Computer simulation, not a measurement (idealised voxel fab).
Process module heading - voxel self aligned vias
Displayed cross-section: cut, width of 300 nm, square cells sized 5 nm.
Square cells in a grid make up a cross-section in this document, and the grid is given as bands, listed from the top down, each one or more rows of cells. Read a band's entry like this: the first values are the height of its top and the height of its bottom in nm, and what follows is the sequence of materials from left to right, each with its width in nm. Note that "air" is empty space, and that a single material marked "throughout" reaches across the band from edge to edge. Note: height 0 marks the level under which the wafer is uniformly one material as received. Lowest band unbounded below, written "0 -> down". The expression "30..40" gives the width at the extremes of the band, the first number at its top row of cells and the second at its bottom row, with the width changing by equal amounts from each row to the next in between. It should be understood that the words "remains unaltered", when stated for a given step, signify that the cross-section underwent no change in any of its cells during that step. Closed-off voids of 8+ cells (no open route to the top) go in "Enclosed cavities", written width x height at distance from the left edge, in nm. What comes after the settings on a step's line is commentary from the simulator itself on that step. On any step carrying a mask, the "overlay nm" setting, if present on the step's line, tells how far right of its planned place the mask lay; negative values point to the left. So the way this works: pairs, before and after one process step. The after picture only goes down to the lowest band that actually changed, nothing below. Step and its settings are under each pair. And watch out, pairs might come from different runs of this module, same starting wafer though, so a pair only follows on from the one above if its "Incoming structure" entry tells you so.

# Incoming structure
60 -> 45 = SiO2 throughout
45 -> 40 = SiO2: 85; SiN: 20; SiO2: 35; SiN: 20; SiO2: 35; SiN: 20; SiO2: 85
40 -> 30 = SiO2: 85; TiN: 5; Ru: 10; TiN: 5; SiO2: 35; TiN: 5; Ru: 10; TiN: 5; SiO2: 35; TiN: 5; Ru: 10; TiN: 5; SiO2: 85
30 -> 25 = SiO2: 85; TiN: 20; SiO2: 35; TiN: 20; SiO2: 35; TiN: 20; SiO2: 85
25 -> 10 = SiCN throughout
10 -> 0 = SiO2 throughout
0 -> down = Si throughout
Enclosed cavities: none

# Resultant Cross-Section
60 -> 45 = SiO2: 80; air: 30; SiO2: 25; air: 30; SiO2: 25; air: 30; SiO2: 80
Note: structure below 45 unchanged.
Enclosed cavities: none
Step linking the sections shown: MASKED_ETCH,tone open,mask id VIAS,width nm 30,pitch nm 55,etch materials SiO2,depth nm 15,overlay nm 0

Incoming structure: the wafer arrives at this step looking as the after cross-section in the pair just above shows it.

# Resultant Cross-Section
60 -> 45 = SiO2: 80; air: 30; SiO2: 25; air: 30; SiO2: 25; air: 30; SiO2: 80
45 -> 40 = SiO2: 85; air: 20; SiO2: 35; air: 20; SiO2: 35; air: 20; SiO2: 85
Note: structure below 40 unchanged.
Enclosed cavities: none
Step linking the sections shown: MASKED_ETCH,tone open,mask id VIAS,width nm 30,pitch nm 55,etch materials SiN,depth nm 5,overlay nm 0

Incoming structure: the wafer arrives at this step looking as the after cross-section in the pair just above shows it.

# Resultant Cross-Section
65 -> 60 = TiN: 85; air: 20; TiN: 35; air: 20; TiN: 35; air: 20; TiN: 85
60 -> 50 = SiO2: 80; TiN: 5; air: 20; TiN: 5; SiO2: 25; TiN: 5; air: 20; TiN: 5; SiO2: 25; TiN: 5; air: 20; TiN: 5; SiO2: 80
50 -> 45 = SiO2: 80; TiN: 10; air: 10; TiN: 10; SiO2: 25; TiN: 10; air: 10; TiN: 10; SiO2: 25; TiN: 10; air: 10; TiN: 10; SiO2: 80
45 -> 40 = SiO2: 85; TiN: 20; SiO2: 35; TiN: 20; SiO2: 35; TiN: 20; SiO2: 85
Note: structure below 40 unchanged.
Enclosed cavities: none
Step linking the sections shown: CONFORMAL_DEP,material TiN,thk nm 5

Incoming structure: the wafer arrives at this step looking as the after cross-section in the pair just above shows it.

# Resultant Cross-Section
70 -> 65 = Cu throughout
65 -> 60 = TiN: 85; Cu: 20; TiN: 35; Cu: 20; TiN: 35; Cu: 20; TiN: 85
60 -> 50 = SiO2: 80; TiN: 5; Cu: 20; TiN: 5; SiO2: 25; TiN: 5; Cu: 20; TiN: 5; SiO2: 25; TiN: 5; Cu: 20; TiN: 5; SiO2: 80
50 -> 45 = SiO2: 80; TiN: 10; Cu: 10; TiN: 10; SiO2: 25; TiN: 10; Cu: 10; TiN: 10; SiO2: 25; TiN: 10; Cu: 10; TiN: 10; SiO2: 80
Note: structure below 45 unchanged.
Enclosed cavities: none
Step linking the sections shown: FILL_DEP,material Cu,thk nm 5

Incoming structure: the wafer arrives at this step looking as the after cross-section in the pair just above shows it.

# Resultant Cross-Section
60 -> 50 = SiO2: 80; TiN: 5; Cu: 20; TiN: 5; SiO2: 25; TiN: 5; Cu: 20; TiN: 5; SiO2: 25; TiN: 5; Cu: 20; TiN: 5; SiO2: 80
Note: structure below 50 unchanged.
Enclosed cavities: none
Step linking the sections shown: CMP,height nm 60

Incoming structure: the wafer arrives at this step looking as the after cross-section in the pair just above shows it.

# Resultant Cross-Section
65 -> 60 = SiCN throughout
Note: structure below 60 unchanged.
Enclosed cavities: none
Step linking the sections shown: CONFORMAL_DEP,material SiCN,thk nm 5

# Incoming structure
60 -> 45 = aC throughout
45 -> 15 = SiO2 throughout
15 -> 10 = SiCN throughout
10 -> 0 = SiO2 throughout
0 -> down = Si throughout
Enclosed cavities: none

# Resultant Cross-Section
90 -> 60 = resist: 90; air: 15; resist: 40; air: 15; resist: 40; air: 15; resist: 85
Note: structure below 60 unchanged.
Enclosed cavities: none
Step linking the sections shown: PATTERN,tone open,mask id LINES,material resist,width nm 15,pitch nm 55,thk nm 30,overlay nm 0

Incoming structure: the wafer arrives at this step looking as the after cross-section in the pair just above shows it.

# Resultant Cross-Section
75 -> 60 = resist: 90; air: 15; resist: 40; air: 15; resist: 40; air: 15; resist: 85
60 -> 45 = aC: 90; air: 15; aC: 40; air: 15; aC: 40; air: 15; aC: 85
Note: structure below 45 unchanged.
Enclosed cavities: none
Step linking the sections shown: DIRECTIONAL_ETCH,etch materials aC,depth nm 15

Incoming structure: the wafer arrives at this step looking as the after cross-section in the pair just above shows it.

# Resultant Cross-Section
60 -> 45 = aC: 90; air: 15; aC: 40; air: 15; aC: 40; air: 15; aC: 85
Note: structure below 45 unchanged.
Enclosed cavities: none
Step linking the sections shown: STRIP,etch materials resist

Incoming structure: the wafer arrives at this step looking as the after cross-section in the pair just above shows it.

# Resultant Cross-Section
60 -> 45 = aC: 90; air: 15; aC: 40; air: 15; aC: 40; air: 15; aC: 85
45 -> 15 = SiO2: 90; air: 15; SiO2: 40; air: 15; SiO2: 40; air: 15; SiO2: 85
Note: structure below 15 unchanged.
Enclosed cavities: none
Step linking the sections shown: DIRECTIONAL_ETCH,etch materials SiO2,depth nm 30

Incoming structure: the wafer arrives at this step looking as the after cross-section in the pair just above shows it.

# Resultant Cross-Section
45 -> 15 = SiO2: 90; air: 15; SiO2: 40; air: 15; SiO2: 40; air: 15; SiO2: 85
Note: structure below 15 unchanged.
Enclosed cavities: none
Step linking the sections shown: STRIP,etch materials aC

Incoming structure: the wafer arrives at this step looking as the after cross-section in the pair just above shows it.

# Resultant Cross-Section
50 -> 45 = TiN: 95; air: 5; TiN: 50; air: 5; TiN: 50; air: 5; TiN: 90
45 -> 20 = SiO2: 90; TiN: 5; air: 5; TiN: 5; SiO2: 40; TiN: 5; air: 5; TiN: 5; SiO2: 40; TiN: 5; air: 5; TiN: 5; SiO2: 85
20 -> 15 = SiO2: 90; TiN: 15; SiO2: 40; TiN: 15; SiO2: 40; TiN: 15; SiO2: 85
Note: structure below 15 unchanged.
Enclosed cavities: none
Step linking the sections shown: CONFORMAL_DEP,material TiN,thk nm 5

Incoming structure: the wafer arrives at this step looking as the after cross-section in the pair just above shows it.

# Resultant Cross-Section
60 -> 50 = Ru throughout
50 -> 45 = TiN: 95; Ru: 5; TiN: 50; Ru: 5; TiN: 50; Ru: 5; TiN: 90
45 -> 20 = SiO2: 90; TiN: 5; Ru: 5; TiN: 5; SiO2: 40; TiN: 5; Ru: 5; TiN: 5; SiO2: 40; TiN: 5; Ru: 5; TiN: 5; SiO2: 85
Note: structure below 20 unchanged.
Enclosed cavities: none
Step linking the sections shown: FILL_DEP,material Ru,thk nm 10

Incoming structure: the wafer arrives at this step looking as the after cross-section in the pair just above shows it.

# Resultant Cross-Section
45 -> 20 = SiO2: 90; TiN: 5; Ru: 5; TiN: 5; SiO2: 40; TiN: 5; Ru: 5; TiN: 5; SiO2: 40; TiN: 5; Ru: 5; TiN: 5; SiO2: 85
Note: structure below 20 unchanged.
Enclosed cavities: none
Step linking the sections shown: CMP,height nm 45

Incoming structure: the wafer arrives at this step looking as the after cross-section in the pair just above shows it.

# Resultant Cross-Section
45 -> 40 = SiO2: 90; air: 15; SiO2: 40; air: 15; SiO2: 40; air: 15; SiO2: 85
Note: structure below 40 unchanged.
Enclosed cavities: none
Step linking the sections shown: SELECTIVE_ETCH,etch materials W Ru TiN,depth nm 5

Incoming structure: the wafer arrives at this step looking as the after cross-section in the pair just above shows it.

# Resultant Cross-Section
50 -> 45 = SiN throughout
45 -> 40 = SiO2: 90; SiN: 15; SiO2: 40; SiN: 15; SiO2: 40; SiN: 15; SiO2: 85
Note: structure below 40 unchanged.
Enclosed cavities: none
Step linking the sections shown: FILL_DEP,material SiN,thk nm 5

Incoming structure: the wafer arrives at this step looking as the after cross-section in the pair just above shows it.

# Resultant Cross-Section
45 -> 40 = SiO2: 90; SiN: 15; SiO2: 40; SiN: 15; SiO2: 40; SiN: 15; SiO2: 85
Note: structure below 40 unchanged.
Enclosed cavities: none
Step linking the sections shown: CMP,height nm 45

Incoming structure: the wafer arrives at this step looking as the after cross-section in the pair just above shows it.

# Resultant Cross-Section
60 -> 45 = SiO2 throughout
Note: structure below 45 unchanged.
Enclosed cavities: none
Step linking the sections shown: DIRECTIONAL_DEP,material SiO2,thk nm 15

Incoming structure: the wafer arrives at this step looking as the after cross-section in the pair just above shows it.

# Resultant Cross-Section
60 -> 45 = SiO2: 80; air: 30; SiO2: 25; air: 30; SiO2: 25; air: 30; SiO2: 80
Note: structure below 45 unchanged.
Enclosed cavities: none
Step linking the sections shown: MASKED_ETCH,tone open,mask id VIAS,width nm 30,pitch nm 55,etch materials SiO2,depth nm 15,overlay nm 0

Incoming structure: the wafer arrives at this step looking as the after cross-section in the pair just above shows it.

# Resultant Cross-Section
60 -> 45 = SiO2: 80; air: 30; SiO2: 25; air: 30; SiO2: 25; air: 30; SiO2: 80
45 -> 40 = SiO2: 90; air: 15; SiO2: 40; air: 15; SiO2: 40; air: 15; SiO2: 85
Note: structure below 40 unchanged.
Enclosed cavities: none
Step linking the sections shown: MASKED_ETCH,tone open,mask id VIAS,width nm 30,pitch nm 55,etch materials SiN,depth nm 5,overlay nm 0

Incoming structure: the wafer arrives at this step looking as the after cross-section in the pair just above shows it.

# Resultant Cross-Section
65 -> 60 = TiN: 85; air: 20; TiN: 35; air: 20; TiN: 35; air: 20; TiN: 85
60 -> 50 = SiO2: 80; TiN: 5; air: 20; TiN: 5; SiO2: 25; TiN: 5; air: 20; TiN: 5; SiO2: 25; TiN: 5; air: 20; TiN: 5; SiO2: 80
50 -> 45 = SiO2: 80; TiN: 15; air: 5; TiN: 10; SiO2: 25; TiN: 15; air: 5; TiN: 10; SiO2: 25; TiN: 15; air: 5; TiN: 10; SiO2: 80
45 -> 40 = SiO2: 90; TiN: 15; SiO2: 40; TiN: 15; SiO2: 40; TiN: 15; SiO2: 85
Note: structure below 40 unchanged.
Enclosed cavities: none
Step linking the sections shown: CONFORMAL_DEP,material TiN,thk nm 5

Incoming structure: the wafer arrives at this step looking as the after cross-section in the pair just above shows it.

# Resultant Cross-Section
70 -> 65 = Cu throughout
65 -> 60 = TiN: 85; Cu: 20; TiN: 35; Cu: 20; TiN: 35; Cu: 20; TiN: 85
60 -> 50 = SiO2: 80; TiN: 5; Cu: 20; TiN: 5; SiO2: 25; TiN: 5; Cu: 20; TiN: 5; SiO2: 25; TiN: 5; Cu: 20; TiN: 5; SiO2: 80
50 -> 45 = SiO2: 80; TiN: 15; Cu: 5; TiN: 10; SiO2: 25; TiN: 15; Cu: 5; TiN: 10; SiO2: 25; TiN: 15; Cu: 5; TiN: 10; SiO2: 80
Note: structure below 45 unchanged.
Enclosed cavities: none
Step linking the sections shown: FILL_DEP,material Cu,thk nm 5

Incoming structure: the wafer arrives at this step looking as the after cross-section in the pair just above shows it.

# Resultant Cross-Section
60 -> 50 = SiO2: 80; TiN: 5; Cu: 20; TiN: 5; SiO2: 25; TiN: 5; Cu: 20; TiN: 5; SiO2: 25; TiN: 5; Cu: 20; TiN: 5; SiO2: 80
Note: structure below 50 unchanged.
Enclosed cavities: none
Step linking the sections shown: CMP,height nm 60

Incoming structure: the wafer arrives at this step looking as the after cross-section in the pair just above shows it.

# Resultant Cross-Section
65 -> 60 = SiCN throughout
Note: structure below 60 unchanged.
Enclosed cavities: none
Step linking the sections shown: CONFORMAL_DEP,material SiCN,thk nm 5

# Incoming structure
60 -> 45 = SiO2: 80; air: 30; SiO2: 25; air: 30; SiO2: 25; air: 30; SiO2: 80
45 -> 40 = SiO2: 85; SiN: 20; SiO2: 35; SiN: 20; SiO2: 35; SiN: 20; SiO2: 85
40 -> 20 = SiO2: 85; TiN: 5; Ru: 10; TiN: 5; SiO2: 35; TiN: 5; Ru: 10; TiN: 5; SiO2: 35; TiN: 5; Ru: 10; TiN: 5; SiO2: 85
20 -> 15 = SiO2: 85; TiN: 20; SiO2: 35; TiN: 20; SiO2: 35; TiN: 20; SiO2: 85
15 -> 10 = SiCN throughout
10 -> 0 = SiO2 throughout
0 -> down = Si throughout
Enclosed cavities: none

# Resultant Cross-Section
60 -> 45 = SiO2: 80; air: 30; SiO2: 25; air: 30; SiO2: 25; air: 30; SiO2: 80
45 -> 40 = SiO2: 85; air: 15; SiN: 5; SiO2: 35; air: 15; SiN: 5; SiO2: 35; air: 15; SiN: 5; SiO2: 85
Note: structure below 40 unchanged.
Enclosed cavities: none
Step linking the sections shown: MASKED_ETCH,tone open,mask id VIAS,width nm 30,pitch nm 55,etch materials SiN,depth nm 5,overlay nm -10

Incoming structure: the wafer arrives at this step looking as the after cross-section in the pair just above shows it.

# Resultant Cross-Section
65 -> 60 = TiN: 85; air: 20; TiN: 35; air: 20; TiN: 35; air: 20; TiN: 85
60 -> 50 = SiO2: 80; TiN: 5; air: 20; TiN: 5; SiO2: 25; TiN: 5; air: 20; TiN: 5; SiO2: 25; TiN: 5; air: 20; TiN: 5; SiO2: 80
50 -> 45 = SiO2: 80; TiN: 10; air: 5; TiN: 15; SiO2: 25; TiN: 10; air: 5; TiN: 15; SiO2: 25; TiN: 10; air: 5; TiN: 15; SiO2: 80
45 -> 40 = SiO2: 85; TiN: 15; SiN: 5; SiO2: 35; TiN: 15; SiN: 5; SiO2: 35; TiN: 15; SiN: 5; SiO2: 85
Note: structure below 40 unchanged.
Enclosed cavities: none
Step linking the sections shown: CONFORMAL_DEP,material TiN,thk nm 5

Incoming structure: the wafer arrives at this step looking as the after cross-section in the pair just above shows it.

# Resultant Cross-Section
70 -> 65 = Cu throughout
65 -> 60 = TiN: 85; Cu: 20; TiN: 35; Cu: 20; TiN: 35; Cu: 20; TiN: 85
60 -> 50 = SiO2: 80; TiN: 5; Cu: 20; TiN: 5; SiO2: 25; TiN: 5; Cu: 20; TiN: 5; SiO2: 25; TiN: 5; Cu: 20; TiN: 5; SiO2: 80
50 -> 45 = SiO2: 80; TiN: 10; Cu: 5; TiN: 15; SiO2: 25; TiN: 10; Cu: 5; TiN: 15; SiO2: 25; TiN: 10; Cu: 5; TiN: 15; SiO2: 80
Note: structure below 45 unchanged.
Enclosed cavities: none
Step linking the sections shown: FILL_DEP,material Cu,thk nm 5

Incoming structure: the wafer arrives at this step looking as the after cross-section in the pair just above shows it.

# Resultant Cross-Section
60 -> 50 = SiO2: 80; TiN: 5; Cu: 20; TiN: 5; SiO2: 25; TiN: 5; Cu: 20; TiN: 5; SiO2: 25; TiN: 5; Cu: 20; TiN: 5; SiO2: 80
Note: structure below 50 unchanged.
Enclosed cavities: none
Step linking the sections shown: CMP,height nm 60

Incoming structure: the wafer arrives at this step looking as the after cross-section in the pair just above shows it.

# Resultant Cross-Section
65 -> 60 = SiCN throughout
Note: structure below 60 unchanged.
Enclosed cavities: none
Step linking the sections shown: CONFORMAL_DEP,material SiCN,thk nm 5

# Incoming structure
60 -> 50 = SiO2: 80; TiN: 5; Cu: 20; TiN: 5; SiO2: 25; TiN: 5; Cu: 20; TiN: 5; SiO2: 25; TiN: 5; Cu: 20; TiN: 5; SiO2: 80
50 -> 45 = SiO2: 80; TiN: 10; Cu: 10; TiN: 10; SiO2: 25; TiN: 10; Cu: 10; TiN: 10; SiO2: 25; TiN: 10; Cu: 10; TiN: 10; SiO2: 80
45 -> 40 = SiO2: 85; TiN: 20; SiO2: 35; TiN: 20; SiO2: 35; TiN: 20; SiO2: 85
40 -> 20 = SiO2: 85; TiN: 5; Ru: 10; TiN: 5; SiO2: 35; TiN: 5; Ru: 10; TiN: 5; SiO2: 35; TiN: 5; Ru: 10; TiN: 5; SiO2: 85
20 -> 15 = SiO2: 85; TiN: 20; SiO2: 35; TiN: 20; SiO2: 35; TiN: 20; SiO2: 85
15 -> 10 = SiCN throughout
10 -> 0 = SiO2 throughout
0 -> down = Si throughout
Enclosed cavities: none

# Resultant Cross-Section
65 -> 60 = TiN throughout
Note: structure below 60 unchanged.
Enclosed cavities: none
Step linking the sections shown: CONFORMAL_DEP,material TiN,thk nm 5

# Incoming structure
60 -> 45 = aC throughout
45 -> 15 = SiO2 throughout
15 -> 10 = SiCN throughout
10 -> 0 = SiO2 throughout
0 -> down = Si throughout
Enclosed cavities: none

# Resultant Cross-Section
90 -> 60 = air: 85; resist: 20; air: 35; resist: 20; air: 35; resist: 20; air: 85
Note: structure below 60 unchanged.
Enclosed cavities: none
Step linking the sections shown: PATTERN,tone cover,mask id LINES,material resist,width nm 20,pitch nm 55,thk nm 30,overlay nm 0

Incoming structure: the wafer arrives at this step looking as the after cross-section in the pair just above shows it.

# Resultant Cross-Section
75 -> 60 = air: 85; resist: 20; air: 35; resist: 20; air: 35; resist: 20; air: 85
60 -> 45 = air: 85; aC: 20; air: 35; aC: 20; air: 35; aC: 20; air: 85
Note: structure below 45 unchanged.
Enclosed cavities: none
Step linking the sections shown: DIRECTIONAL_ETCH,etch materials aC,depth nm 15

Incoming structure: the wafer arrives at this step looking as the after cross-section in the pair just above shows it.

# Resultant Cross-Section
60 -> 45 = air: 85; aC: 20; air: 35; aC: 20; air: 35; aC: 20; air: 85
Note: structure below 45 unchanged.
Enclosed cavities: none
Step linking the sections shown: STRIP,etch materials resist

Incoming structure: the wafer arrives at this step looking as the after cross-section in the pair just above shows it.

# Resultant Cross-Section
60 -> 45 = air: 85; aC: 20; air: 35; aC: 20; air: 35; aC: 20; air: 85
45 -> 15 = air: 85; SiO2: 20; air: 35; SiO2: 20; air: 35; SiO2: 20; air: 85
Note: structure below 15 unchanged.
Enclosed cavities: none
Step linking the sections shown: DIRECTIONAL_ETCH,etch materials SiO2,depth nm 30

Incoming structure: the wafer arrives at this step looking as the after cross-section in the pair just above shows it.

# Resultant Cross-Section
45 -> 15 = air: 85; SiO2: 20; air: 35; SiO2: 20; air: 35; SiO2: 20; air: 85
Note: structure below 15 unchanged.
Enclosed cavities: none
Step linking the sections shown: STRIP,etch materials aC

Incoming structure: the wafer arrives at this step looking as the after cross-section in the pair just above shows it.

# Resultant Cross-Section
50 -> 45 = air: 80; TiN: 30; air: 25; TiN: 30; air: 25; TiN: 30; air: 80
45 -> 20 = air: 80; TiN: 5; SiO2: 20; TiN: 5; air: 25; TiN: 5; SiO2: 20; TiN: 5; air: 25; TiN: 5; SiO2: 20; TiN: 5; air: 80
20 -> 15 = TiN: 85; SiO2: 20; TiN: 35; SiO2: 20; TiN: 35; SiO2: 20; TiN: 85
Note: structure below 15 unchanged.
Enclosed cavities: none
Step linking the sections shown: CONFORMAL_DEP,material TiN,thk nm 5

Incoming structure: the wafer arrives at this step looking as the after cross-section in the pair just above shows it.

# Resultant Cross-Section
60 -> 50 = Ru throughout
50 -> 45 = Ru: 80; TiN: 30; Ru: 25; TiN: 30; Ru: 25; TiN: 30; Ru: 80
45 -> 20 = Ru: 80; TiN: 5; SiO2: 20; TiN: 5; Ru: 25; TiN: 5; SiO2: 20; TiN: 5; Ru: 25; TiN: 5; SiO2: 20; TiN: 5; Ru: 80
Note: structure below 20 unchanged.
Enclosed cavities: none
Step linking the sections shown: FILL_DEP,material Ru,thk nm 10

Incoming structure: the wafer arrives at this step looking as the after cross-section in the pair just above shows it.

# Resultant Cross-Section
45 -> 20 = Ru: 80; TiN: 5; SiO2: 20; TiN: 5; Ru: 25; TiN: 5; SiO2: 20; TiN: 5; Ru: 25; TiN: 5; SiO2: 20; TiN: 5; Ru: 80
Note: structure below 20 unchanged.
Enclosed cavities: none
Step linking the sections shown: CMP,height nm 45

Incoming structure: the wafer arrives at this step looking as the after cross-section in the pair just above shows it.

# Resultant Cross-Section
45 -> 40 = air: 85; SiO2: 20; air: 35; SiO2: 20; air: 35; SiO2: 20; air: 85
Note: structure below 40 unchanged.
Enclosed cavities: none
Step linking the sections shown: SELECTIVE_ETCH,etch materials W Ru TiN,depth nm 5

Incoming structure: the wafer arrives at this step looking as the after cross-section in the pair just above shows it.

# Resultant Cross-Section
50 -> 45 = SiN throughout
45 -> 40 = SiN: 85; SiO2: 20; SiN: 35; SiO2: 20; SiN: 35; SiO2: 20; SiN: 85
Note: structure below 40 unchanged.
Enclosed cavities: none
Step linking the sections shown: FILL_DEP,material SiN,thk nm 5

Incoming structure: the wafer arrives at this step looking as the after cross-section in the pair just above shows it.

# Resultant Cross-Section
45 -> 40 = SiN: 85; SiO2: 20; SiN: 35; SiO2: 20; SiN: 35; SiO2: 20; SiN: 85
Note: structure below 40 unchanged.
Enclosed cavities: none
Step linking the sections shown: CMP,height nm 45

Incoming structure: the wafer arrives at this step looking as the after cross-section in the pair just above shows it.

# Resultant Cross-Section
60 -> 45 = SiO2 throughout
Note: structure below 45 unchanged.
Enclosed cavities: none
Step linking the sections shown: DIRECTIONAL_DEP,material SiO2,thk nm 15

Incoming structure: the wafer arrives at this step looking as the after cross-section in the pair just above shows it.

# Resultant Cross-Section
60 -> 45 = SiO2: 80; air: 30; SiO2: 25; air: 30; SiO2: 25; air: 30; SiO2: 80
Note: structure below 45 unchanged.
Enclosed cavities: none
Step linking the sections shown: MASKED_ETCH,tone open,mask id VIAS,width nm 30,pitch nm 55,etch materials SiO2,depth nm 15,overlay nm 0

Incoming structure: the wafer arrives at this step looking as the after cross-section in the pair just above shows it.

# Resultant Cross-Section
60 -> 45 = SiO2: 80; air: 30; SiO2: 25; air: 30; SiO2: 25; air: 30; SiO2: 80
45 -> 40 = SiN: 80; air: 5; SiO2: 20; air: 5; SiN: 25; air: 5; SiO2: 20; air: 5; SiN: 25; air: 5; SiO2: 20; air: 5; SiN: 80
Note: structure below 40 unchanged.
Enclosed cavities: none
Step linking the sections shown: MASKED_ETCH,tone open,mask id VIAS,width nm 30,pitch nm 55,etch materials SiN,depth nm 5,overlay nm 0

Incoming structure: the wafer arrives at this step looking as the after cross-section in the pair just above shows it.

# Resultant Cross-Section
65 -> 60 = TiN: 85; air: 20; TiN: 35; air: 20; TiN: 35; air: 20; TiN: 85
60 -> 50 = SiO2: 80; TiN: 5; air: 20; TiN: 5; SiO2: 25; TiN: 5; air: 20; TiN: 5; SiO2: 25; TiN: 5; air: 20; TiN: 5; SiO2: 80
50 -> 45 = SiO2: 80; TiN: 30; SiO2: 25; TiN: 30; SiO2: 25; TiN: 30; SiO2: 80
45 -> 40 = SiN: 80; TiN: 5; SiO2: 20; TiN: 5; SiN: 25; TiN: 5; SiO2: 20; TiN: 5; SiN: 25; TiN: 5; SiO2: 20; TiN: 5; SiN: 80
Note: structure below 40 unchanged.
Enclosed cavities: none
Step linking the sections shown: CONFORMAL_DEP,material TiN,thk nm 5

Incoming structure: the wafer arrives at this step looking as the after cross-section in the pair just above shows it.

# Resultant Cross-Section
70 -> 65 = Cu throughout
65 -> 60 = TiN: 85; Cu: 20; TiN: 35; Cu: 20; TiN: 35; Cu: 20; TiN: 85
60 -> 50 = SiO2: 80; TiN: 5; Cu: 20; TiN: 5; SiO2: 25; TiN: 5; Cu: 20; TiN: 5; SiO2: 25; TiN: 5; Cu: 20; TiN: 5; SiO2: 80
Note: structure below 50 unchanged.
Enclosed cavities: none
Step linking the sections shown: FILL_DEP,material Cu,thk nm 5

Incoming structure: the wafer arrives at this step looking as the after cross-section in the pair just above shows it.

# Resultant Cross-Section
60 -> 50 = SiO2: 80; TiN: 5; Cu: 20; TiN: 5; SiO2: 25; TiN: 5; Cu: 20; TiN: 5; SiO2: 25; TiN: 5; Cu: 20; TiN: 5; SiO2: 80
Note: structure below 50 unchanged.
Enclosed cavities: none
Step linking the sections shown: CMP,height nm 60

Incoming structure: the wafer arrives at this step looking as the after cross-section in the pair just above shows it.

# Resultant Cross-Section
65 -> 60 = SiCN throughout
Note: structure below 60 unchanged.
Enclosed cavities: none
Step linking the sections shown: CONFORMAL_DEP,material SiCN,thk nm 5
